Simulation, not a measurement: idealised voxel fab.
process module | voxel self aligned contacts
cross-section cut | 195 nm wide | cells 5 nm
A cross-section is a grid of square cells, given in bands from the top down. A band is one or more rows of cells.
Each band's line starts with the height of the band's top and of its bottom, in nm. Then come its materials from left to right, each with its width in nm. One material with "throughout" fills the band from edge to edge. "air" is empty space.
Height 0 is the level under which the wafer as received is all one material. The lowest band goes on downwards, as in "0 down".
A width such as "30 to 40" changes by the same amount from each row of cells to the next, from the band's top row to its bottom row.
"no change" after a step means that no cell of the cross-section changed.
closed voids: empty space of 8 cells or more with no open way to the top, each as width x height at its distance from the left edge, in nm
after a step's settings: what the simulator itself notes on the step
overlay nm, on a step with a mask: how far to the right of its planned place the mask lay; to the left if negative
plan
1 op RECEIVE | material Si
2 op CONFORMAL_DEP | material SiO2 | thk nm 5
3 op DIRECTIONAL_DEP | material polySi | thk nm 20
4 op DIRECTIONAL_DEP | material SiN | thk nm 15
5 op PATTERN | tone cover | mask id GATE | material resist | width nm 30 | pitch nm 65 | thk nm 15 | overlay nm 0
6 op DIRECTIONAL_ETCH | etch materials SiN | depth nm 15
7 op DIRECTIONAL_ETCH | etch materials polySi | depth nm 20
8 op STRIP | etch materials resist
9 op CONFORMAL_DEP | material SiN | thk nm 5
10 op DIRECTIONAL_ETCH | etch materials SiN | depth nm 5
11 op FILL_DEP | material SiO2 | thk nm 15
12 op CMP | height nm 50
13 op PATTERN | tone open | mask id CONTACT | material resist | width nm 45 | thk nm 20 | overlay nm 0
14 op DIRECTIONAL_ETCH | etch materials SiO2 | depth nm 50
15 op STRIP | etch materials resist
16 op CONFORMAL_DEP | material TiN | thk nm 5
17 op FILL_DEP | material Ru | thk nm 5
18 op CMP | height nm 50
19 op CONFORMAL_DEP | material SiCN | thk nm 5
first wafer, as planned
as received, after step 1
  0 down: Si throughout
  closed voids: none
after step 2
  5 to 0: SiO2 throughout
  below 0: unchanged
after step 3
  25 to 5: polySi throughout
  below 5: unchanged
after step 4
  40 to 25: SiN throughout
  below 25: unchanged
after step 5
  55 to 40: air 50 | resist 30 | air 35 | resist 30 | air 50
  below 40: unchanged
after step 6
  55 to 40: air 50 | resist 30 | air 35 | resist 30 | air 50
  40 to 25: air 50 | SiN 30 | air 35 | SiN 30 | air 50
  below 25: unchanged
after step 7
  55 to 40: air 50 | resist 30 | air 35 | resist 30 | air 50
  40 to 25: air 50 | SiN 30 | air 35 | SiN 30 | air 50
  25 to 5: air 50 | polySi 30 | air 35 | polySi 30 | air 50
  below 5: unchanged
after step 8
  40 to 25: air 50 | SiN 30 | air 35 | SiN 30 | air 50
  below 25: unchanged
after step 9
  45 to 25: air 45 | SiN 40 | air 25 | SiN 40 | air 45
  25 to 10: air 45 | SiN 5 | polySi 30 | SiN 5 | air 25 | SiN 5 | polySi 30 | SiN 5 | air 45
  10 to 5: SiN 50 | polySi 30 | SiN 35 | polySi 30 | SiN 50
  below 5: unchanged
after step 10
  40 to 25: air 45 | SiN 40 | air 25 | SiN 40 | air 45
  25 to 5: air 45 | SiN 5 | polySi 30 | SiN 5 | air 25 | SiN 5 | polySi 30 | SiN 5 | air 45
  below 5: unchanged
after step 11
  55 to 40: SiO2 throughout
  40 to 25: SiO2 45 | SiN 40 | SiO2 25 | SiN 40 | SiO2 45
  25 to 5: SiO2 45 | SiN 5 | polySi 30 | SiN 5 | SiO2 25 | SiN 5 | polySi 30 | SiN 5 | SiO2 45
  below 5: unchanged
after step 12
  50 to 40: SiO2 throughout
  below 40: unchanged
after step 13
  70 to 50: resist 75 | air 45 | resist 75
  below 50: unchanged
after step 14
  70 to 50: resist 75 | air 45 | resist 75
  50 to 40: SiO2 75 | air 45 | SiO2 75
  40 to 25: SiO2 45 | SiN 40 | air 25 | SiN 40 | SiO2 45
  25 to 5: SiO2 45 | SiN 5 | polySi 30 | SiN 5 | air 25 | SiN 5 | polySi 30 | SiN 5 | SiO2 45
  5 to 0: SiO2 85 | air 25 | SiO2 85
  below 0: unchanged
after step 15
  50 to 40: SiO2 75 | air 45 | SiO2 75
  below 40: unchanged
after step 16
  55 to 50: TiN 80 | air 35 | TiN 80
  50 to 40: SiO2 75 | TiN 5 to 15 | air 35 to 15 | TiN 5 to 15 | SiO2 75
  40 to 25: SiO2 45 | SiN 40 | TiN 5 | air 15 | TiN 5 | SiN 40 | SiO2 45
  25 to 5: SiO2 45 | SiN 5 | polySi 30 | SiN 5 | TiN 5 | air 15 | TiN 5 | SiN 5 | polySi 30 | SiN 5 | SiO2 45
  5 to 0: SiO2 85 | TiN 25 | SiO2 85
  below 0: unchanged
after step 17
  60 to 55: Ru throughout
  55 to 50: TiN 80 | Ru 35 | TiN 80
  50 to 40: SiO2 75 | TiN 5 to 15 | Ru 35 to 15 | TiN 5 to 15 | SiO2 75
  40 to 25: SiO2 45 | SiN 40 | TiN 5 | Ru 15 | TiN 5 | SiN 40 | SiO2 45
  25 to 5: SiO2 45 | SiN 5 | polySi 30 | SiN 5 | TiN 5 | Ru 15 | TiN 5 | SiN 5 | polySi 30 | SiN 5 | SiO2 45
  below 5: unchanged
after step 18
  50 to 40: SiO2 75 | TiN 5 to 15 | Ru 35 to 15 | TiN 5 to 15 | SiO2 75
  below 40: unchanged
after step 19
  55 to 50: SiCN throughout
  below 50: unchanged
second wafer: like start, like plan, one mistake. Through step 4 it matches the first wafer
when step 5 should have ended
  55 to 40: air 45 | resist 40 | air 25 | resist 40 | air 45
  below 40: unchanged
when step 6 should have ended
  55 to 40: air 45 | resist 40 | air 25 | resist 40 | air 45
  40 to 25: air 45 | SiN 40 | air 25 | SiN 40 | air 45
  below 25: unchanged
when step 7 should have ended
  55 to 40: air 45 | resist 40 | air 25 | resist 40 | air 45
  40 to 25: air 45 | SiN 40 | air 25 | SiN 40 | air 45
  25 to 5: air 45 | polySi 40 | air 25 | polySi 40 | air 45
  below 5: unchanged
when step 8 should have ended
  40 to 25: air 45 | SiN 40 | air 25 | SiN 40 | air 45
  below 25: unchanged
when step 9 should have ended
  45 to 25: air 40 | SiN 50 | air 15 | SiN 50 | air 40
  25 to 10: air 40 | SiN 5 | polySi 40 | SiN 5 | air 15 | SiN 5 | polySi 40 | SiN 5 | air 40
  10 to 5: SiN 45 | polySi 40 | SiN 25 | polySi 40 | SiN 45
  below 5: unchanged
when step 10 should have ended
  40 to 25: air 40 | SiN 50 | air 15 | SiN 50 | air 40
  25 to 5: air 40 | SiN 5 | polySi 40 | SiN 5 | air 15 | SiN 5 | polySi 40 | SiN 5 | air 40
  below 5: unchanged
when step 11 should have ended
  55 to 40: SiO2 throughout
  40 to 25: SiO2 40 | SiN 50 | SiO2 15 | SiN 50 | SiO2 40
  25 to 5: SiO2 40 | SiN 5 | polySi 40 | SiN 5 | SiO2 15 | SiN 5 | polySi 40 | SiN 5 | SiO2 40
  below 5: unchanged
when step 12 should have ended
  50 to 40: SiO2 throughout
  below 40: unchanged
when step 13 should have ended
  70 to 50: resist 75 | air 45 | resist 75
  below 50: unchanged
when step 14 should have ended
  70 to 50: resist 75 | air 45 | resist 75
  50 to 40: SiO2 75 | air 45 | SiO2 75
  40 to 25: SiO2 40 | SiN 50 | air 15 | SiN 50 | SiO2 40
  25 to 5: SiO2 40 | SiN 5 | polySi 40 | SiN 5 | air 15 | SiN 5 | polySi 40 | SiN 5 | SiO2 40
  5 to 0: SiO2 90 | air 15 | SiO2 90
  below 0: unchanged
when step 15 should have ended
  50 to 40: SiO2 75 | air 45 | SiO2 75
  below 40: unchanged
when step 16 should have ended
  55 to 50: TiN 80 | air 35 | TiN 80
  50 to 40: SiO2 75 | TiN 5 to 20 | air 35 to 5 | TiN 5 to 20 | SiO2 75
  40 to 25: SiO2 40 | SiN 50 | TiN 5 | air 5 | TiN 5 | SiN 50 | SiO2 40
  25 to 5: SiO2 40 | SiN 5 | polySi 40 | SiN 5 | TiN 5 | air 5 | TiN 5 | SiN 5 | polySi 40 | SiN 5 | SiO2 40
  5 to 0: SiO2 90 | TiN 15 | SiO2 90
  below 0: unchanged
when step 17 should have ended
  60 to 55: Ru throughout
  55 to 50: TiN 80 | Ru 35 | TiN 80
  50 to 40: SiO2 75 | TiN 5 to 20 | Ru 35 to 5 | TiN 5 to 20 | SiO2 75
  40 to 25: SiO2 40 | SiN 50 | TiN 5 | Ru 5 | TiN 5 | SiN 50 | SiO2 40
  25 to 5: SiO2 40 | SiN 5 | polySi 40 | SiN 5 | TiN 5 | Ru 5 | TiN 5 | SiN 5 | polySi 40 | SiN 5 | SiO2 40
  below 5: unchanged
when step 18 should have ended
  50 to 40: SiO2 75 | TiN 5 to 20 | Ru 35 to 5 | TiN 5 to 20 | SiO2 75
  below 40: unchanged
when step 19 should have ended
  55 to 50: SiCN throughout
  below 50: unchanged
what went wrong: step 5 ran as: op PATTERN | tone cover | mask id GATE | material resist | width nm 40 | pitch nm 65 | thk nm 15 | overlay nm 0
at the end the second wafer has, in cells: 16 fewer of Ru | 12 more of SiN | 12 fewer of SiO2 | 16 more of polySi
